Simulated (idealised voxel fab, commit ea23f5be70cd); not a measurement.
process module | voxel capacitor over wiring
cross-section cut | 195 nm wide | cells 5 nm
A cross-section is a grid of square cells, given in bands from the top down. A band is one or more rows of cells.
Each band's line starts with the height of the band's top and of its bottom, in nm. Then come its materials from left to right, each with its width in nm. One material with "throughout" fills the band from edge to edge. "air" is empty space.
Height 0 is the level under which the wafer as received is all one material. The lowest band goes on downwards, as in "0 down".
A width such as "30 to 40" changes by the same amount from each row of cells to the next, from the band's top row to its bottom row.
"no change" after a step means that no cell of the cross-section changed.
closed voids: empty space of 8 cells or more with no open way to the top, each as width x height at its distance from the left edge, in nm
after a step's settings: what the simulator itself notes on the step
overlay nm, on a step with a mask: how far to the right of its planned place the mask lay; to the left if negative
plan
1 op RECEIVE | material Si
2 op CONFORMAL_DEP | material SiO2 | thk nm 15
3 op CONFORMAL_DEP | material SiCN | thk nm 5
4 op DIRECTIONAL_DEP | material lowk | thk nm 20
5 op MASKED_ETCH | tone open | mask id METAL_1 | width nm 20 | pitch nm 80 | etch materials lowk | depth nm 20 | overlay nm 0
6 op MASKED_ETCH | tone open | mask id METAL_1 | width nm 20 | pitch nm 80 | etch materials SiCN | depth nm 5 | overlay nm 0
7 op CONFORMAL_DEP | material TiN | thk nm 5
8 op FILL_DEP | material Cu | thk nm 5
9 op CMP | height nm 40
10 op CONFORMAL_DEP | material SiCN | thk nm 5
11 op DIRECTIONAL_DEP | material lowk | thk nm 20
12 op DIRECTIONAL_DEP | material aC | thk nm 10
13 op PATTERN | tone open | mask id PLUG_1 | material resist | width nm 15 | thk nm 25 | overlay nm 0
14 op DIRECTIONAL_ETCH | etch materials aC | depth nm 10
15 op STRIP | etch materials resist
16 op DIRECTIONAL_ETCH | etch materials lowk | depth nm 20
17 op DIRECTIONAL_ETCH | etch materials SiCN | depth nm 5
18 op STRIP | etch materials aC
19 op CONFORMAL_DEP | material TiN | thk nm 5
20 op FILL_DEP | material Ru | thk nm 10
21 op CMP | height nm 65
22 op DIRECTIONAL_DEP | material TiN | thk nm 5
23 op DIRECTIONAL_DEP | material Al2O3 | thk nm 5
24 op DIRECTIONAL_DEP | material TiN | thk nm 10
25 op MASKED_ETCH | tone cover | mask id UPPER_PLATE | width nm 65 | etch materials TiN | depth nm 10 | overlay nm 0
26 op MASKED_ETCH | tone cover | mask id UPPER_PLATE | width nm 65 | etch materials Al2O3 | depth nm 5 | overlay nm 0
27 op MASKED_ETCH | tone cover | mask id LOWER_PLATE | width nm 75 | etch materials TiN | depth nm 5 | overlay nm 0
28 op FILL_DEP | material SiO2 | thk nm 15
29 op CMP | height nm 95
30 op PATTERN | tone open | mask id PLUG_2 | material resist | width nm 15 | thk nm 15 | overlay nm 0
31 op DIRECTIONAL_ETCH | etch materials SiO2 | depth nm 10
32 op STRIP | etch materials resist
33 op CONFORMAL_DEP | material TiN | thk nm 5
34 op FILL_DEP | material W | thk nm 5
35 op CMP | height nm 95
36 op CONFORMAL_DEP | material SiCN | thk nm 5
first wafer, as planned
as received, after step 1
  0 down: Si throughout
  closed voids: none
after step 2
  15 to 0: SiO2 throughout
  below 0: unchanged
after step 3
  20 to 15: SiCN throughout
  below 15: unchanged
after step 4
  40 to 20: lowk throughout
  below 20: unchanged
after step 5
  40 to 20: lowk 45 | air 20 | lowk 60 | air 20 | lowk 50
  below 20: unchanged
after step 6
  40 to 20: lowk 45 | air 20 | lowk 60 | air 20 | lowk 50
  20 to 15: SiCN 45 | air 20 | SiCN 60 | air 20 | SiCN 50
  below 15: unchanged
after step 7
  45 to 40: TiN 50 | air 10 | TiN 70 | air 10 | TiN 55
  40 to 20: lowk 45 | TiN 5 | air 10 | TiN 5 | lowk 60 | TiN 5 | air 10 | TiN 5 | lowk 50
  20 to 15: SiCN 45 | TiN 20 | SiCN 60 | TiN 20 | SiCN 50
  below 15: unchanged
after step 8
  50 to 45: Cu throughout
  45 to 40: TiN 50 | Cu 10 | TiN 70 | Cu 10 | TiN 55
  40 to 20: lowk 45 | TiN 5 | Cu 10 | TiN 5 | lowk 60 | TiN 5 | Cu 10 | TiN 5 | lowk 50
  below 20: unchanged
after step 9
  40 to 20: lowk 45 | TiN 5 | Cu 10 | TiN 5 | lowk 60 | TiN 5 | Cu 10 | TiN 5 | lowk 50
  below 20: unchanged
after step 10
  45 to 40: SiCN throughout
  below 40: unchanged
after step 11
  65 to 45: lowk throughout
  below 45: unchanged
after step 12
  75 to 65: aC throughout
  below 65: unchanged
after step 13
  100 to 75: resist 50 | air 15 | resist 130
  below 75: unchanged
after step 14
  90 to 75: resist 50 | air 15 | resist 130
  75 to 65: aC 50 | air 15 | aC 130
  below 65: unchanged
after step 15
  75 to 65: aC 50 | air 15 | aC 130
  below 65: unchanged
after step 16
  75 to 65: aC 50 | air 15 | aC 130
  65 to 45: lowk 50 | air 15 | lowk 130
  below 45: unchanged
after step 17
  75 to 65: aC 50 | air 15 | aC 130
  65 to 45: lowk 50 | air 15 | lowk 130
  45 to 40: SiCN 50 | air 15 | SiCN 130
  below 40: unchanged
after step 18
  65 to 45: lowk 50 | air 15 | lowk 130
  below 45: unchanged
after step 19
  70 to 65: TiN 55 | air 5 | TiN 135
  65 to 45: lowk 50 | TiN 5 | air 5 | TiN 5 | lowk 130
  45 to 40: SiCN 50 | TiN 15 | SiCN 130
  below 40: unchanged
after step 20
  80 to 70: Ru throughout
  70 to 65: TiN 55 | Ru 5 | TiN 135
  65 to 45: lowk 50 | TiN 5 | Ru 5 | TiN 5 | lowk 130
  below 45: unchanged
after step 21
  65 to 45: lowk 50 | TiN 5 | Ru 5 | TiN 5 | lowk 130
  below 45: unchanged
after step 22
  70 to 65: TiN throughout
  below 65: unchanged
after step 23
  75 to 70: Al2O3 throughout
  below 70: unchanged
after step 24
  85 to 75: TiN throughout
  below 75: unchanged
after step 25
  85 to 75: air 50 | TiN 65 | air 80
  below 75: unchanged
after step 26
  85 to 75: air 50 | TiN 65 | air 80
  75 to 70: air 50 | Al2O3 65 | air 80
  below 70: unchanged
after step 27
  85 to 75: air 50 | TiN 65 | air 80
  75 to 70: air 50 | Al2O3 65 | air 80
  70 to 65: air 45 | TiN 75 | air 75
  below 65: unchanged
after step 28
  100 to 85: SiO2 throughout
  85 to 75: SiO2 50 | TiN 65 | SiO2 80
  75 to 70: SiO2 50 | Al2O3 65 | SiO2 80
  70 to 65: SiO2 45 | TiN 75 | SiO2 75
  below 65: unchanged
after step 29
  95 to 85: SiO2 throughout
  below 85: unchanged
after step 30
  110 to 95: resist 60 | air 15 | resist 120
  below 95: unchanged
after step 31
  110 to 95: resist 60 | air 15 | resist 120
  95 to 85: SiO2 60 | air 15 | SiO2 120
  below 85: unchanged
after step 32
  95 to 85: SiO2 60 | air 15 | SiO2 120
  below 85: unchanged
after step 33
  100 to 95: TiN 65 | air 5 | TiN 125
  95 to 90: SiO2 60 | TiN 5 | air 5 | TiN 5 | SiO2 120
  90 to 85: SiO2 60 | TiN 15 | SiO2 120
  below 85: unchanged
after step 34
  105 to 100: W throughout
  100 to 95: TiN 65 | W 5 | TiN 125
  95 to 90: SiO2 60 | TiN 5 | W 5 | TiN 5 | SiO2 120
  below 90: unchanged
after step 35
  95 to 90: SiO2 60 | TiN 5 | W 5 | TiN 5 | SiO2 120
  below 90: unchanged
after step 36
  100 to 95: SiCN throughout
  below 95: unchanged
second wafer: like start, like plan, one mistake. Through step 26 it matches the first wafer
when step 27 should have ended
  85 to 75: air 50 | TiN 65 | air 80
  75 to 70: air 50 | Al2O3 65 | air 80
  70 to 65: air 40 | TiN 75 | air 80
  below 65: unchanged
when step 28 should have ended
  100 to 85: SiO2 throughout
  85 to 75: SiO2 50 | TiN 65 | SiO2 80
  75 to 70: SiO2 50 | Al2O3 65 | SiO2 80
  70 to 65: SiO2 40 | TiN 75 | SiO2 80
  below 65: unchanged
when step 29 should have ended
  95 to 85: SiO2 throughout
  below 85: unchanged
when step 30 should have ended
  110 to 95: resist 60 | air 15 | resist 120
  below 95: unchanged
when step 31 should have ended
  110 to 95: resist 60 | air 15 | resist 120
  95 to 85: SiO2 60 | air 15 | SiO2 120
  below 85: unchanged
when step 32 should have ended
  95 to 85: SiO2 60 | air 15 | SiO2 120
  below 85: unchanged
when step 33 should have ended
  100 to 95: TiN 65 | air 5 | TiN 125
  95 to 90: SiO2 60 | TiN 5 | air 5 | TiN 5 | SiO2 120
  90 to 85: SiO2 60 | TiN 15 | SiO2 120
  below 85: unchanged
when step 34 should have ended
  105 to 100: W throughout
  100 to 95: TiN 65 | W 5 | TiN 125
  95 to 90: SiO2 60 | TiN 5 | W 5 | TiN 5 | SiO2 120
  below 90: unchanged
when step 35 should have ended
  95 to 90: SiO2 60 | TiN 5 | W 5 | TiN 5 | SiO2 120
  below 90: unchanged
when step 36 should have ended
  100 to 95: SiCN throughout
  below 95: unchanged
what went wrong: step 27 ran as: op MASKED_ETCH | tone cover | mask id LOWER_PLATE | width nm 75 | etch materials TiN | depth nm 5 | overlay nm -5
at the end the second wafer has, in cells: as many of each material as the first, in other places
